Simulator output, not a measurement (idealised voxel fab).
Title: Process Module voxel double patterning
It is cross-section cut that appears here, measuring 175 nm in width, its square cells being 5 nm in size.
This document writes a cross-section as a grid whose cells are square, and gives it as bands, listed from the top down; one or more rows of cells form a band. Band: top and bottom heights (nm) first, top before bottom; then materials from left to right, widths in nm. "all across" marks a sole material filling the band edge to edge. "blank" denotes empty space. Beneath 0, the wafer as received is one material, and that level is where height counting begins. The lowest band goes on downward without a bottom; it is written like "0 down". Quick explanation for "30..40": the width changes in equal steps down the rows of cells, from the first number in the band's top row to the second number in its bottom row. Step marked "no alterations made"? Then no cell in the cross-section changed in it. Each empty space that has no open way to the top and spans at least 8 cells appears under "Internal closed voids" as width x height at distance, the distance counted from the left edge, all in nm. On each step's line, the part that comes after the settings is the simulator's own comment on the step. The optional step-line setting "overlay nm" applies to steps with a mask and quantifies how far to the right of its planned location the mask lay, a negative value indicating leftward placement.
Intended process steps
step 1: RECEIVE: material Si
step 2: CONFORMAL_DEP: material SiN, thk nm 5
step 3: DIRECTIONAL_DEP: material SiO2, thk nm 20
step 4: DIRECTIONAL_DEP: material SiCN, thk nm 5
step 5: DIRECTIONAL_DEP: material aC, thk nm 15
step 6: PATTERN: tone open, mask id FIRST, material resist, width nm 15, pitch nm 50, thk nm 30, overlay nm 0
step 7: DIRECTIONAL_ETCH: etch materials aC, depth nm 15
step 8: STRIP: etch materials resist
step 9: DIRECTIONAL_ETCH: etch materials SiCN, depth nm 5
step 10: STRIP: etch materials aC
step 11: DIRECTIONAL_DEP: material aC, thk nm 10
step 12: PATTERN: tone open, mask id SECOND, material resist, width nm 15, thk nm 30, overlay nm 0
step 13: DIRECTIONAL_ETCH: etch materials aC, depth nm 10
step 14: STRIP: etch materials resist
step 15: DIRECTIONAL_ETCH: etch materials SiCN, depth nm 5
step 16: STRIP: etch materials aC
step 17: DIRECTIONAL_ETCH: etch materials SiO2, depth nm 20
step 18: STRIP: etch materials SiCN
Wafer cross-section on receipt, i.e. after step 1
> 0 down = Si all across
> Internal closed voids: none
As-planned run: cross-section of the first of two wafers at end of module
> 25 to 5 = SiO2=55; blank=15; SiO2=10; blank=15; SiO2=10; blank=15; SiO2=55
> 5 to 0 = SiN all across
> 0 down = Si all across
> Internal closed voids: none
Cross-section, second wafer: same start as the first, same plan as the first, one mistake in running it; taken at the end of the module
> 35 to 15 = SiO2=55; blank=15; SiO2=10; blank=15; SiO2=10; blank=15; SiO2=55
> 15 to 0 = SiN all across
> 0 down = Si all across
> Internal closed voids: none
Deviation noted in wafer processing: step 2 off recipe, ran as CONFORMAL_DEP: material SiN, thk nm 15
Bottom line after processing is that, in cells, the second wafer is up or down on some materials versus the first: 70 more of SiN
